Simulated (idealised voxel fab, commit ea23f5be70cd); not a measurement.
You're looking at the process module voxel wiring stack.
This is section cut - it's 155 nm across, gridded in 5 nm square cells.
Cross-section spec: square-cell grid; bands listed top down; each band is one or more rows. Per band: top height and bottom height in nm, followed by the left-to-right materials and their widths in nm; "throughout" marks a single material spanning edge to edge, "blank" marks empty space. Heads up on the height convention: 0 is the point under which the incoming wafer is all one material, and the lowest band has no bottom, it just keeps going down, like "z 0 and below". So if you see something like "30->40" for the width, read it as the top row of the band sitting at the first number and the bottom row at the second, with every row in between moving by the same amount as the last. Where a step carries "identical to before", the cross-section came out of it unchanged, cell for cell. You'll see "Voids lacking openings" listing empty spaces that have no way open to the top, as long as they're 8 cells or more; the notation is width x height at distance, where the distance is from the left edge, and all of it is in nm. Read whatever lies past the settings on a step's line as the simulator's own remark about the step. overlay nm: step with mask; distance mask lay right of planned place; negative value = left of planned place.

**Listed below are the process steps as planned**
1. RECEIVE (material Si)
2. CONFORMAL_DEP (material SiO2; thk nm 10)
3. DIRECTIONAL_DEP (material TiN; thk nm 5)
4. DIRECTIONAL_DEP (material Ru; thk nm 25)
5. DIRECTIONAL_DEP (material aC; thk nm 15)
6. PATTERN (tone cover; mask id METAL_1; material resist; width nm 20; pitch nm 50; thk nm 35; overlay nm 0)
7. DIRECTIONAL_ETCH (etch materials aC; depth nm 15)
8. STRIP (etch materials resist)
9. DIRECTIONAL_ETCH (etch materials Ru; depth nm 25)
10. DIRECTIONAL_ETCH (etch materials TiN; depth nm 5)
11. STRIP (etch materials aC)
12. CONFORMAL_DEP (material SiCN; thk nm 5)
13. FILL_DEP (material SiO2; thk nm 10)
14. CMP (height nm 40)
15. CONFORMAL_DEP (material SiCN; thk nm 5)
16. DIRECTIONAL_DEP (material SiO2; thk nm 30)
17. MASKED_ETCH (tone open; mask id METAL_2; width nm 20; pitch nm 50; etch materials SiO2; depth nm 20; overlay nm 0)
18. PATTERN (tone open; mask id METAL_2_HOLES; material resist; width nm 15; pitch nm 100; thk nm 20; overlay nm 0)
19. DIRECTIONAL_ETCH (etch materials SiO2; depth nm 10)
20. DIRECTIONAL_ETCH (etch materials SiCN; depth nm 5)
21. STRIP (etch materials resist)
22. CONFORMAL_DEP (material TiN; thk nm 5)
23. FILL_DEP (material Cu; thk nm 10)
24. CMP (height nm 75)
25. CONFORMAL_DEP (material SiCN; thk nm 5)

**Delivered wafer in cross-section: state after step 1**
* z 0 and below | Si throughout
* Voids lacking openings: none

**Post-module cross-section of the first of two wafers (run per plan)**
* z 80 to 75 | SiCN throughout
* z 75 to 60 | SiO2 15 nm / TiN 5 nm / Cu 10 nm / TiN 5 nm / SiO2 30 nm / TiN 5 nm / Cu 10 nm / TiN 5 nm / SiO2 30 nm / TiN 5 nm / Cu 10 nm / TiN 5 nm / SiO2 20 nm
* z 60 to 55 | SiO2 15 nm / TiN 5 nm / Cu 5 nm / TiN 10 nm / SiO2 30 nm / TiN 20 nm / SiO2 30 nm / TiN 5 nm / Cu 5 nm / TiN 10 nm / SiO2 20 nm
* z 55 to 45 | SiO2 15 nm / TiN 5 nm / Cu 5 nm / TiN 5 nm / SiO2 85 nm / TiN 5 nm / Cu 5 nm / TiN 5 nm / SiO2 25 nm
* z 45 to 40 | SiCN 15 nm / TiN 15 nm / SiCN 85 nm / TiN 15 nm / SiCN 25 nm
* z 40 to 15 | SiO2 10 nm / SiCN 5 nm / Ru 20 nm / SiCN 5 nm / SiO2 20 nm / SiCN 5 nm / Ru 20 nm / SiCN 5 nm / SiO2 20 nm / SiCN 5 nm / Ru 20 nm / SiCN 5 nm / SiO2 15 nm
* z 15 to 10 | SiCN 15 nm / TiN 20 nm / SiCN 30 nm / TiN 20 nm / SiCN 30 nm / TiN 20 nm / SiCN 20 nm
* z 10 to 0 | SiO2 throughout
* z 0 and below | Si throughout
* Voids lacking openings: none

**The second wafer, shown in cross-section after the module: started the same way as the first and given the same plan, yet one mistake crept into how it was run**
* z 80 to 75 | SiCN throughout
* z 75 to 60 | SiO2 15 nm / TiN 5 nm / Cu 10 nm / TiN 5 nm / SiO2 30 nm / TiN 5 nm / Cu 10 nm / TiN 5 nm / SiO2 30 nm / TiN 5 nm / Cu 10 nm / TiN 5 nm / SiO2 20 nm
* z 60 to 55 | SiO2 15 nm / TiN 5 nm / Cu 5 nm / TiN 10 nm / SiO2 30 nm / TiN 20 nm / SiO2 30 nm / TiN 5 nm / Cu 5 nm / TiN 10 nm / SiO2 20 nm
* z 55 to 45 | SiO2 15 nm / TiN 5 nm / Cu 5 nm / TiN 5 nm / SiO2 85 nm / TiN 5 nm / Cu 5 nm / TiN 5 nm / SiO2 25 nm
* z 45 to 40 | SiCN 15 nm / TiN 15 nm / SiCN 85 nm / TiN 15 nm / SiCN 25 nm
* z 40 to 15 | Ru 10 nm / SiCN 5 nm / Ru 20 nm / SiCN 5 nm / Ru 20 nm / SiCN 5 nm / Ru 20 nm / SiCN 5 nm / Ru 20 nm / SiCN 5 nm / Ru 20 nm / SiCN 5 nm / Ru 15 nm
* z 15 to 10 | SiCN 15 nm / TiN 20 nm / SiCN 30 nm / TiN 20 nm / SiCN 30 nm / TiN 20 nm / SiCN 20 nm
* z 10 to 0 | SiO2 throughout
* z 0 and below | Si throughout
* Voids lacking openings: none
What was done differently from what was planned? step 13, actual vs plan mismatch, actual run FILL_DEP (material Ru; thk nm 10)
Once processing is complete, comparing cell counts shows that the second wafer has more or fewer of certain materials than the first: Ru: 65 more, SiO2: 65 fewer
